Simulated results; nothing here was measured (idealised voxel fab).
Documented hereafter: the process module known as voxel capacitor over wiring.
In the cross-section labelled cut, the width is 180 nm and each square cell is 5 nm.
Bands, listed from the top down, are how a cross-section gets written in this document; the cross-section itself is a grid of square cells, and a band is one or more rows of them.
Basically the band line says how high the top is and how high the bottom is, in nm, and then what's in it from left to right, every material with its width in nm. Empty space shows up as "air", and if a single material carries "throughout" it runs the full band edge to edge.
Height reference: 0 = level under which incoming wafer is all one material. Lowest band: no bottom, runs on downward, e.g. "from 0 down".
With a width like "30 to 40", each row of cells in the band differs from the next by the same amount, the top row carrying the first number and the bottom row the second.
Any step labelled "everything unchanged" changed none of the cells in the cross-section.
Any empty space of 8 cells or more lacking an open way to the top shows up in "Sealed internal voids" as width x height at distance, distance from the left edge, in nm.
Formally, on a step line, whatever follows the settings is a remark that the simulator itself makes on the step.
The line of a step may include "overlay nm". On a step with a mask, this value is how far to the right of its planned place the mask lay. A negative value means the mask lay to the left.
[The following list gives the planned process steps]
- 1: RECEIVE, material Si
- 2: CONFORMAL_DEP, material SiO2, thk nm 15
- 3: CONFORMAL_DEP, material SiN, thk nm 5
- 4: DIRECTIONAL_DEP, material lowk, thk nm 20
- 5: DIRECTIONAL_DEP, material aC, thk nm 10
- 6: PATTERN, tone open, mask id METAL_1, material resist, width nm 25, pitch nm 75, thk nm 30, overlay nm 0
- 7: DIRECTIONAL_ETCH, etch materials aC, depth nm 10
- 8: STRIP, etch materials resist
- 9: DIRECTIONAL_ETCH, etch materials lowk, depth nm 20
- 10: DIRECTIONAL_ETCH, etch materials SiN, depth nm 5
- 11: STRIP, etch materials aC
- 12: CONFORMAL_DEP, material TiN, thk nm 5
- 13: FILL_DEP, material W, thk nm 10
- 14: CMP, height nm 40
- 15: CONFORMAL_DEP, material SiCN, thk nm 5
- 16: DIRECTIONAL_DEP, material lowk, thk nm 15
- 17: DIRECTIONAL_DEP, material aC, thk nm 15
- 18: PATTERN, tone open, mask id PLUG_1, material resist, width nm 15, thk nm 35, overlay nm 0
- 19: DIRECTIONAL_ETCH, etch materials aC, depth nm 15
- 20: STRIP, etch materials resist
- 21: DIRECTIONAL_ETCH, etch materials lowk, depth nm 15
- 22: DIRECTIONAL_ETCH, etch materials SiCN, depth nm 5
- 23: STRIP, etch materials aC
- 24: CONFORMAL_DEP, material TiN, thk nm 5
- 25: FILL_DEP, material Ru, thk nm 5
- 26: CMP, height nm 60
- 27: DIRECTIONAL_DEP, material TiN, thk nm 10
- 28: DIRECTIONAL_DEP, material Al2O3, thk nm 5
- 29: DIRECTIONAL_DEP, material TiN, thk nm 5
- 30: PATTERN, tone cover, mask id UPPER_PLATE, material resist, width nm 55, thk nm 20, overlay nm 0
- 31: DIRECTIONAL_ETCH, etch materials TiN, depth nm 5
- 32: DIRECTIONAL_ETCH, etch materials Al2O3, depth nm 5
- 33: STRIP, etch materials resist
- 34: PATTERN, tone cover, mask id LOWER_PLATE, material resist, width nm 65, thk nm 20, overlay nm 0
- 35: DIRECTIONAL_ETCH, etch materials TiN, depth nm 10
- 36: STRIP, etch materials resist
- 37: FILL_DEP, material SiO2, thk nm 20
- 38: CMP, height nm 95
- 39: DIRECTIONAL_DEP, material aC, thk nm 15
- 40: PATTERN, tone open, mask id PLUG_2, material resist, width nm 15, thk nm 30, overlay nm 0
- 41: DIRECTIONAL_ETCH, etch materials aC, depth nm 15
- 42: STRIP, etch materials resist
- 43: DIRECTIONAL_ETCH, etch materials SiO2, depth nm 15
- 44: STRIP, etch materials aC
- 45: CONFORMAL_DEP, material TiN, thk nm 5
- 46: FILL_DEP, material Cu, thk nm 10
- 47: CMP, height nm 95
- 48: CONFORMAL_DEP, material SiN, thk nm 5
[First out of two wafers; run went to plan]
[So this is the incoming wafer in cross-section - it's already been through step 1]
* from 0 down  Si throughout
* Sealed internal voids: none
[Wafer after step 2 (cross-section)]
* from 15 to 0  SiO2 throughout
* Below 0, the layers are the same as they were.
[Wafer after step 3 (cross-section)]
* from 20 to 15  SiN throughout
* Below 15, the layers are the same as they were.
[Wafer after step 4 (cross-section)]
* from 40 to 20  lowk throughout
* Below 20, the layers are the same as they were.
[Wafer after step 5 (cross-section)]
* from 50 to 40  aC throughout
* Below 40, the layers are the same as they were.
[Wafer after step 6 (cross-section)]
* from 80 to 50  40 resist; 25 air; 50 resist; 25 air; 40 resist
* Below 50, the layers are the same as they were.
[Wafer after step 7 (cross-section)]
* from 70 to 50  40 resist; 25 air; 50 resist; 25 air; 40 resist
* from 50 to 40  40 aC; 25 air; 50 aC; 25 air; 40 aC
* Below 40, the layers are the same as they were.
[Wafer after step 8 (cross-section)]
* from 50 to 40  40 aC; 25 air; 50 aC; 25 air; 40 aC
* Below 40, the layers are the same as they were.
[Wafer after step 9 (cross-section)]
* from 50 to 40  40 aC; 25 air; 50 aC; 25 air; 40 aC
* from 40 to 20  40 lowk; 25 air; 50 lowk; 25 air; 40 lowk
* Below 20, the layers are the same as they were.
[Wafer after step 10 (cross-section)]
* from 50 to 40  40 aC; 25 air; 50 aC; 25 air; 40 aC
* from 40 to 20  40 lowk; 25 air; 50 lowk; 25 air; 40 lowk
* from 20 to 15  40 SiN; 25 air; 50 SiN; 25 air; 40 SiN
* Below 15, the layers are the same as they were.
[Wafer after step 11 (cross-section)]
* from 40 to 20  40 lowk; 25 air; 50 lowk; 25 air; 40 lowk
* Below 20, the layers are the same as they were.
[Wafer after step 12 (cross-section)]
* from 45 to 40  45 TiN; 15 air; 60 TiN; 15 air; 45 TiN
* from 40 to 20  40 lowk; 5 TiN; 15 air; 5 TiN; 50 lowk; 5 TiN; 15 air; 5 TiN; 40 lowk
* from 20 to 15  40 SiN; 25 TiN; 50 SiN; 25 TiN; 40 SiN
* Below 15, the layers are the same as they were.
[Wafer after step 13 (cross-section)]
* from 55 to 45  W throughout
* from 45 to 40  45 TiN; 15 W; 60 TiN; 15 W; 45 TiN
* from 40 to 20  40 lowk; 5 TiN; 15 W; 5 TiN; 50 lowk; 5 TiN; 15 W; 5 TiN; 40 lowk
* Below 20, the layers are the same as they were.
[Wafer after step 14 (cross-section)]
* from 40 to 20  40 lowk; 5 TiN; 15 W; 5 TiN; 50 lowk; 5 TiN; 15 W; 5 TiN; 40 lowk
* Below 20, the layers are the same as they were.
[Wafer after step 15 (cross-section)]
* from 45 to 40  SiCN throughout
* Below 40, the layers are the same as they were.
[Wafer after step 16 (cross-section)]
* from 60 to 45  lowk throughout
* Below 45, the layers are the same as they were.
[Wafer after step 17 (cross-section)]
* from 75 to 60  aC throughout
* Below 60, the layers are the same as they were.
[Wafer after step 18 (cross-section)]
* from 110 to 75  50 resist; 15 air; 115 resist
* Below 75, the layers are the same as they were.
[Wafer after step 19 (cross-section)]
* from 95 to 75  50 resist; 15 air; 115 resist
* from 75 to 60  50 aC; 15 air; 115 aC
* Below 60, the layers are the same as they were.
[Wafer after step 20 (cross-section)]
* from 75 to 60  50 aC; 15 air; 115 aC
* Below 60, the layers are the same as they were.
[Wafer after step 21 (cross-section)]
* from 75 to 60  50 aC; 15 air; 115 aC
* from 60 to 45  50 lowk; 15 air; 115 lowk
* Below 45, the layers are the same as they were.
[Wafer after step 22 (cross-section)]
* from 75 to 60  50 aC; 15 air; 115 aC
* from 60 to 45  50 lowk; 15 air; 115 lowk
* from 45 to 40  50 SiCN; 15 air; 115 SiCN
* Below 40, the layers are the same as they were.
[Wafer after step 23 (cross-section)]
* from 60 to 45  50 lowk; 15 air; 115 lowk
* Below 45, the layers are the same as they were.
[Wafer after step 24 (cross-section)]
* from 65 to 60  55 TiN; 5 air; 120 TiN
* from 60 to 45  50 lowk; 5 TiN; 5 air; 5 TiN; 115 lowk
* from 45 to 40  50 SiCN; 15 TiN; 115 SiCN
* Below 40, the layers are the same as they were.
[Wafer after step 25 (cross-section)]
* from 70 to 65  Ru throughout
* from 65 to 60  55 TiN; 5 Ru; 120 TiN
* from 60 to 45  50 lowk; 5 TiN; 5 Ru; 5 TiN; 115 lowk
* Below 45, the layers are the same as they were.
[Wafer after step 26 (cross-section)]
* from 60 to 45  50 lowk; 5 TiN; 5 Ru; 5 TiN; 115 lowk
* Below 45, the layers are the same as they were.
[Wafer after step 27 (cross-section)]
* from 70 to 60  TiN throughout
* Below 60, the layers are the same as they were.
[Wafer after step 28 (cross-section)]
* from 75 to 70  Al2O3 throughout
* Below 70, the layers are the same as they were.
[Wafer after step 29 (cross-section)]
* from 80 to 75  TiN throughout
* Below 75, the layers are the same as they were.
[Wafer after step 30 (cross-section)]
* from 100 to 80  50 air; 55 resist; 75 air
* Below 80, the layers are the same as they were.
[Wafer after step 31 (cross-section)]
* from 100 to 80  50 air; 55 resist; 75 air
* from 80 to 75  50 air; 55 TiN; 75 air
* Below 75, the layers are the same as they were.
[Wafer after step 32 (cross-section)]
* from 100 to 80  50 air; 55 resist; 75 air
* from 80 to 75  50 air; 55 TiN; 75 air
* from 75 to 70  50 air; 55 Al2O3; 75 air
* Below 70, the layers are the same as they were.
[Wafer after step 33 (cross-section)]
* from 80 to 75  50 air; 55 TiN; 75 air
* Below 75, the layers are the same as they were.
[Wafer after step 34 (cross-section)]
* from 100 to 80  45 air; 65 resist; 70 air
* from 80 to 75  45 air; 5 resist; 55 TiN; 5 resist; 70 air
* from 75 to 70  45 air; 5 resist; 55 Al2O3; 5 resist; 70 air
* Below 70, the layers are the same as they were.
[Wafer after step 35 (cross-section)]
* from 100 to 80  45 air; 65 resist; 70 air
* from 80 to 75  45 air; 5 resist; 55 TiN; 5 resist; 70 air
* from 75 to 70  45 air; 5 resist; 55 Al2O3; 5 resist; 70 air
* from 70 to 60  45 air; 65 TiN; 70 air
* Below 60, the layers are the same as they were.
[Wafer after step 36 (cross-section)]
* from 80 to 75  50 air; 55 TiN; 75 air
* from 75 to 70  50 air; 55 Al2O3; 75 air
* Below 70, the layers are the same as they were.
[Wafer after step 37 (cross-section)]
* from 100 to 80  SiO2 throughout
* from 80 to 75  50 SiO2; 55 TiN; 75 SiO2
* from 75 to 70  50 SiO2; 55 Al2O3; 75 SiO2
* from 70 to 60  45 SiO2; 65 TiN; 70 SiO2
* Below 60, the layers are the same as they were.
[Wafer after step 38 (cross-section)]
* from 95 to 80  SiO2 throughout
* Below 80, the layers are the same as they were.
[Wafer after step 39 (cross-section)]
* from 110 to 95  aC throughout
* Below 95, the layers are the same as they were.
[Wafer after step 40 (cross-section)]
* from 140 to 110  60 resist; 15 air; 105 resist
* Below 110, the layers are the same as they were.
[Wafer after step 41 (cross-section)]
* from 125 to 110  60 resist; 15 air; 105 resist
* from 110 to 95  60 aC; 15 air; 105 aC
* Below 95, the layers are the same as they were.
[Wafer after step 42 (cross-section)]
* from 110 to 95  60 aC; 15 air; 105 aC
* Below 95, the layers are the same as they were.
[Wafer after step 43 (cross-section)]
* from 110 to 95  60 aC; 15 air; 105 aC
* from 95 to 80  60 SiO2; 15 air; 105 SiO2
* Below 80, the layers are the same as they were.
[Wafer after step 44 (cross-section)]
* from 95 to 80  60 SiO2; 15 air; 105 SiO2
* Below 80, the layers are the same as they were.
[Wafer after step 45 (cross-section)]
* from 100 to 95  65 TiN; 5 air; 110 TiN
* from 95 to 85  60 SiO2; 5 TiN; 5 air; 5 TiN; 105 SiO2
* from 85 to 75  60 to 50 SiO2; 15 to 55 TiN; 105 to 75 SiO2
* Below 75, the layers are the same as they were.
[Wafer after step 46 (cross-section)]
* from 110 to 100  Cu throughout
* from 100 to 95  65 TiN; 5 Cu; 110 TiN
* from 95 to 85  60 SiO2; 5 TiN; 5 Cu; 5 TiN; 105 SiO2
* Below 85, the layers are the same as they were.
[Wafer after step 47 (cross-section)]
* from 95 to 85  60 SiO2; 5 TiN; 5 Cu; 5 TiN; 105 SiO2
* Below 85, the layers are the same as they were.
[Wafer after step 48 (cross-section)]
* from 100 to 95  SiN throughout
* Below 95, the layers are the same as they were.
[For the second wafer, take the first wafer's start and plan, then add one mistake made in running it; everything through step 46, that step included, is shared with the first]
[Here is the second wafer in cross-section at the point where step 47 of the plan should have been done]
* from 105 to 100  Cu throughout
* Below 100, the layers are the same as they were.
[Here is the second wafer in cross-section at the point where step 48 of the plan should have been done]
* from 110 to 105  SiN throughout
* Below 105, the layers are the same as they were.
Processing error: step 47 changed vs plan, executed as CMP, height nm 105
Wrapping up, a cell-based count of both wafers puts the second over or under the first for these materials: 37 more of Cu, 35 more of TiN
